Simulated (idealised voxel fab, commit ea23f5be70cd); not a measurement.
The following process module bears the name voxel self aligned vias.
In the cross-section labelled cut, the width is 185 nm and each square cell is 5 nm.
For the purposes of this document, a cross-section shall be understood as a grid of square cells, specified as bands listed in top-to-bottom order, each band consisting of one or more rows of cells.
Heights first: top, then bottom, in nm. Then materials, left to right, each with a width in nm. "full width" on a single material: fills the band edge to edge. "empty": empty space.
Convention: height 0 is the level below which the wafer, as received, is all one material. The lowest band does not terminate at the bottom but continues downward, represented as "top 0, no bottom".
Quick explanation for "30..40": the width changes in equal steps down the rows of cells, from the first number in the band's top row to the second number in its bottom row.
Where a step carries "no change occurred", the cross-section came out of it unchanged, cell for cell.
Reported under the label "Sealed void inventory" are the empty spaces having no open way to the top and comprising 8 cells or more; the notation for each is width x height at distance, in which the distance is measured from the left edge and all three values are in nm.
Formally, on a step line, whatever follows the settings is a remark that the simulator itself makes on the step.
overlay nm: for a step with a mask, the amount by which the mask lay right of where it was planned; a negative amount means left of it.
Process steps foreseen in the plan
1 RECEIVE: material Si
2 CONFORMAL_DEP: material SiO2, thk nm 10
3 CONFORMAL_DEP: material SiCN, thk nm 5
4 DIRECTIONAL_DEP: material SiO2, thk nm 25
5 MASKED_ETCH: tone open, mask id LINES, width nm 20, pitch nm 70, etch materials SiO2, depth nm 25, overlay nm 0
6 CONFORMAL_DEP: material TiN, thk nm 5
7 FILL_DEP: material Ru, thk nm 10
8 CMP: height nm 40
9 SELECTIVE_ETCH: etch materials W Ru TiN, depth nm 10
10 FILL_DEP: material SiN, thk nm 10
11 CMP: height nm 40
12 DIRECTIONAL_DEP: material SiO2, thk nm 15
13 DIRECTIONAL_DEP: material aC, thk nm 10
14 PATTERN: tone open, mask id VIAS, material resist, width nm 40, pitch nm 70, thk nm 25, overlay nm 0
15 DIRECTIONAL_ETCH: etch materials aC, depth nm 10
16 STRIP: etch materials resist
17 DIRECTIONAL_ETCH: etch materials SiO2, depth nm 15
18 DIRECTIONAL_ETCH: etch materials SiN, depth nm 10
19 STRIP: etch materials aC
20 CONFORMAL_DEP: material TiN, thk nm 5
21 FILL_DEP: material Ru, thk nm 5
22 CMP: height nm 55
23 CONFORMAL_DEP: material SiN, thk nm 5
Wafer, first of two, run as planned
Cross-section of the wafer at receipt, which is the condition after step 1
  top 0, no bottom = Si full width
  Sealed void inventory: none
Sectional view: wafer, after step 2
  top 10, bottom 0 = SiO2 full width
  Heights below 0 show no change.
Sectional view: wafer, after step 3
  top 15, bottom 10 = SiCN full width
  Heights below 10 show no change.
Sectional view: wafer, after step 4
  top 40, bottom 15 = SiO2 full width
  Heights below 15 show no change.
Sectional view: wafer, after step 5
  top 40, bottom 15 = 45 of SiO2; 20 of empty; 50 of SiO2; 20 of empty; 50 of SiO2
  Heights below 15 show no change.
Sectional view: wafer, after step 6
  top 45, bottom 40 = 50 of TiN; 10 of empty; 60 of TiN; 10 of empty; 55 of TiN
  top 40, bottom 20 = 45 of SiO2; 5 of TiN; 10 of empty; 5 of TiN; 50 of SiO2; 5 of TiN; 10 of empty; 5 of TiN; 50 of SiO2
  top 20, bottom 15 = 45 of SiO2; 20 of TiN; 50 of SiO2; 20 of TiN; 50 of SiO2
  Heights below 15 show no change.
Sectional view: wafer, after step 7
  top 55, bottom 45 = Ru full width
  top 45, bottom 40 = 50 of TiN; 10 of Ru; 60 of TiN; 10 of Ru; 55 of TiN
  top 40, bottom 20 = 45 of SiO2; 5 of TiN; 10 of Ru; 5 of TiN; 50 of SiO2; 5 of TiN; 10 of Ru; 5 of TiN; 50 of SiO2
  Heights below 20 show no change.
Sectional view: wafer, after step 8
  top 40, bottom 20 = 45 of SiO2; 5 of TiN; 10 of Ru; 5 of TiN; 50 of SiO2; 5 of TiN; 10 of Ru; 5 of TiN; 50 of SiO2
  Heights below 20 show no change.
Sectional view: wafer, after step 9
  top 40, bottom 30 = 45 of SiO2; 20 of empty; 50 of SiO2; 20 of empty; 50 of SiO2
  Heights below 30 show no change.
Sectional view: wafer, after step 10
  top 50, bottom 40 = SiN full width
  top 40, bottom 30 = 45 of SiO2; 20 of SiN; 50 of SiO2; 20 of SiN; 50 of SiO2
  Heights below 30 show no change.
Sectional view: wafer, after step 11
  top 40, bottom 30 = 45 of SiO2; 20 of SiN; 50 of SiO2; 20 of SiN; 50 of SiO2
  Heights below 30 show no change.
Sectional view: wafer, after step 12
  top 55, bottom 40 = SiO2 full width
  Heights below 40 show no change.
Sectional view: wafer, after step 13
  top 65, bottom 55 = aC full width
  Heights below 55 show no change.
Sectional view: wafer, after step 14
  top 90, bottom 65 = 35 of resist; 40 of empty; 30 of resist; 40 of empty; 40 of resist
  Heights below 65 show no change.
Sectional view: wafer, after step 15
  top 80, bottom 65 = 35 of resist; 40 of empty; 30 of resist; 40 of empty; 40 of resist
  top 65, bottom 55 = 35 of aC; 40 of empty; 30 of aC; 40 of empty; 40 of aC
  Heights below 55 show no change.
Sectional view: wafer, after step 16
  top 65, bottom 55 = 35 of aC; 40 of empty; 30 of aC; 40 of empty; 40 of aC
  Heights below 55 show no change.
Sectional view: wafer, after step 17
  top 65, bottom 55 = 35 of aC; 40 of empty; 30 of aC; 40 of empty; 40 of aC
  top 55, bottom 40 = 35 of SiO2; 40 of empty; 30 of SiO2; 40 of empty; 40 of SiO2
  Heights below 40 show no change.
Sectional view: wafer, after step 18
  top 65, bottom 55 = 35 of aC; 40 of empty; 30 of aC; 40 of empty; 40 of aC
  top 55, bottom 40 = 35 of SiO2; 40 of empty; 30 of SiO2; 40 of empty; 40 of SiO2
  top 40, bottom 30 = 45 of SiO2; 20 of empty; 50 of SiO2; 20 of empty; 50 of SiO2
  Heights below 30 show no change.
Sectional view: wafer, after step 19
  top 55, bottom 40 = 35 of SiO2; 40 of empty; 30 of SiO2; 40 of empty; 40 of SiO2
  Heights below 40 show no change.
Sectional view: wafer, after step 20
  top 60, bottom 55 = 40 of TiN; 30 of empty; 40 of TiN; 30 of empty; 45 of TiN
  top 55, bottom 45 = 35 of SiO2; 5 of TiN; 30 of empty; 5 of TiN; 30 of SiO2; 5 of TiN; 30 of empty; 5 of TiN; 40 of SiO2
  top 45, bottom 35 = 35..45 of SiO2; 15..5 of TiN; 10 of empty; 15..5 of TiN; 30..50 of SiO2; 15..5 of TiN; 10 of empty; 15..5 of TiN; 40..50 of SiO2
  top 35, bottom 30 = 45 of SiO2; 20 of TiN; 50 of SiO2; 20 of TiN; 50 of SiO2
  Heights below 30 show no change.
Sectional view: wafer, after step 21
  top 65, bottom 60 = Ru full width
  top 60, bottom 55 = 40 of TiN; 30 of Ru; 40 of TiN; 30 of Ru; 45 of TiN
  top 55, bottom 45 = 35 of SiO2; 5 of TiN; 30 of Ru; 5 of TiN; 30 of SiO2; 5 of TiN; 30 of Ru; 5 of TiN; 40 of SiO2
  top 45, bottom 35 = 35..45 of SiO2; 15..5 of TiN; 10 of Ru; 15..5 of TiN; 30..50 of SiO2; 15..5 of TiN; 10 of Ru; 15..5 of TiN; 40..50 of SiO2
  Heights below 35 show no change.
Sectional view: wafer, after step 22
  top 55, bottom 45 = 35 of SiO2; 5 of TiN; 30 of Ru; 5 of TiN; 30 of SiO2; 5 of TiN; 30 of Ru; 5 of TiN; 40 of SiO2
  Heights below 45 show no change.
Sectional view: wafer, after step 23
  top 60, bottom 55 = SiN full width
  Heights below 55 show no change.
The second wafer: identical to the first at the outset and in its planned sequence, differing only in that one mistake was made during processing; up to and including step 1, its path is the first wafer's path
Second wafer, section view, time point: scheduled end of step 2
  top 5, bottom 0 = SiCN full width
  Heights below 0 show no change.
Second wafer, section view, time point: scheduled end of step 3
  top 15, bottom 5 = SiO2 full width
  Heights below 5 show no change.
Second wafer, section view, time point: scheduled end of step 4
  top 40, bottom 5 = SiO2 full width
  Heights below 5 show no change.
Second wafer, section view, time point: scheduled end of step 5
  top 40, bottom 15 = 45 of SiO2; 20 of empty; 50 of SiO2; 20 of empty; 50 of SiO2
  Heights below 15 show no change.
Second wafer, section view, time point: scheduled end of step 6
  top 45, bottom 40 = 50 of TiN; 10 of empty; 60 of TiN; 10 of empty; 55 of TiN
  top 40, bottom 20 = 45 of SiO2; 5 of TiN; 10 of empty; 5 of TiN; 50 of SiO2; 5 of TiN; 10 of empty; 5 of TiN; 50 of SiO2
  top 20, bottom 15 = 45 of SiO2; 20 of TiN; 50 of SiO2; 20 of TiN; 50 of SiO2
  Heights below 15 show no change.
Second wafer, section view, time point: scheduled end of step 7
  top 55, bottom 45 = Ru full width
  top 45, bottom 40 = 50 of TiN; 10 of Ru; 60 of TiN; 10 of Ru; 55 of TiN
  top 40, bottom 20 = 45 of SiO2; 5 of TiN; 10 of Ru; 5 of TiN; 50 of SiO2; 5 of TiN; 10 of Ru; 5 of TiN; 50 of SiO2
  Heights below 20 show no change.
Second wafer, section view, time point: scheduled end of step 8
  top 40, bottom 20 = 45 of SiO2; 5 of TiN; 10 of Ru; 5 of TiN; 50 of SiO2; 5 of TiN; 10 of Ru; 5 of TiN; 50 of SiO2
  Heights below 20 show no change.
Second wafer, section view, time point: scheduled end of step 9
  top 40, bottom 30 = 45 of SiO2; 20 of empty; 50 of SiO2; 20 of empty; 50 of SiO2
  Heights below 30 show no change.
Second wafer, section view, time point: scheduled end of step 10
  top 50, bottom 40 = SiN full width
  top 40, bottom 30 = 45 of SiO2; 20 of SiN; 50 of SiO2; 20 of SiN; 50 of SiO2
  Heights below 30 show no change.
Second wafer, section view, time point: scheduled end of step 11
  top 40, bottom 30 = 45 of SiO2; 20 of SiN; 50 of SiO2; 20 of SiN; 50 of SiO2
  Heights below 30 show no change.
Second wafer, section view, time point: scheduled end of step 12
  top 55, bottom 40 = SiO2 full width
  Heights below 40 show no change.
Second wafer, section view, time point: scheduled end of step 13
  top 65, bottom 55 = aC full width
  Heights below 55 show no change.
Second wafer, section view, time point: scheduled end of step 14
  top 90, bottom 65 = 35 of resist; 40 of empty; 30 of resist; 40 of empty; 40 of resist
  Heights below 65 show no change.
Second wafer, section view, time point: scheduled end of step 15
  top 80, bottom 65 = 35 of resist; 40 of empty; 30 of resist; 40 of empty; 40 of resist
  top 65, bottom 55 = 35 of aC; 40 of empty; 30 of aC; 40 of empty; 40 of aC
  Heights below 55 show no change.
Second wafer, section view, time point: scheduled end of step 16
  top 65, bottom 55 = 35 of aC; 40 of empty; 30 of aC; 40 of empty; 40 of aC
  Heights below 55 show no change.
Second wafer, section view, time point: scheduled end of step 17
  top 65, bottom 55 = 35 of aC; 40 of empty; 30 of aC; 40 of empty; 40 of aC
  top 55, bottom 40 = 35 of SiO2; 40 of empty; 30 of SiO2; 40 of empty; 40 of SiO2
  Heights below 40 show no change.
Second wafer, section view, time point: scheduled end of step 18
  top 65, bottom 55 = 35 of aC; 40 of empty; 30 of aC; 40 of empty; 40 of aC
  top 55, bottom 40 = 35 of SiO2; 40 of empty; 30 of SiO2; 40 of empty; 40 of SiO2
  top 40, bottom 30 = 45 of SiO2; 20 of empty; 50 of SiO2; 20 of empty; 50 of SiO2
  Heights below 30 show no change.
Second wafer, section view, time point: scheduled end of step 19
  top 55, bottom 40 = 35 of SiO2; 40 of empty; 30 of SiO2; 40 of empty; 40 of SiO2
  Heights below 40 show no change.
Second wafer, section view, time point: scheduled end of step 20
  top 60, bottom 55 = 40 of TiN; 30 of empty; 40 of TiN; 30 of empty; 45 of TiN
  top 55, bottom 45 = 35 of SiO2; 5 of TiN; 30 of empty; 5 of TiN; 30 of SiO2; 5 of TiN; 30 of empty; 5 of TiN; 40 of SiO2
  top 45, bottom 35 = 35..45 of SiO2; 15..5 of TiN; 10 of empty; 15..5 of TiN; 30..50 of SiO2; 15..5 of TiN; 10 of empty; 15..5 of TiN; 40..50 of SiO2
  top 35, bottom 30 = 45 of SiO2; 20 of TiN; 50 of SiO2; 20 of TiN; 50 of SiO2
  Heights below 30 show no change.
Second wafer, section view, time point: scheduled end of step 21
  top 65, bottom 60 = Ru full width
  top 60, bottom 55 = 40 of TiN; 30 of Ru; 40 of TiN; 30 of Ru; 45 of TiN
  top 55, bottom 45 = 35 of SiO2; 5 of TiN; 30 of Ru; 5 of TiN; 30 of SiO2; 5 of TiN; 30 of Ru; 5 of TiN; 40 of SiO2
  top 45, bottom 35 = 35..45 of SiO2; 15..5 of TiN; 10 of Ru; 15..5 of TiN; 30..50 of SiO2; 15..5 of TiN; 10 of Ru; 15..5 of TiN; 40..50 of SiO2
  Heights below 35 show no change.
Second wafer, section view, time point: scheduled end of step 22
  top 55, bottom 45 = 35 of SiO2; 5 of TiN; 30 of Ru; 5 of TiN; 30 of SiO2; 5 of TiN; 30 of Ru; 5 of TiN; 40 of SiO2
  Heights below 45 show no change.
Second wafer, section view, time point: scheduled end of step 23
  top 60, bottom 55 = SiN full width
  Heights below 55 show no change.
The plan and the run diverged here: transposition of steps 2 and 3 relative to the planned sequence
Cell counts per material: same on both final wafers. Positions: different.
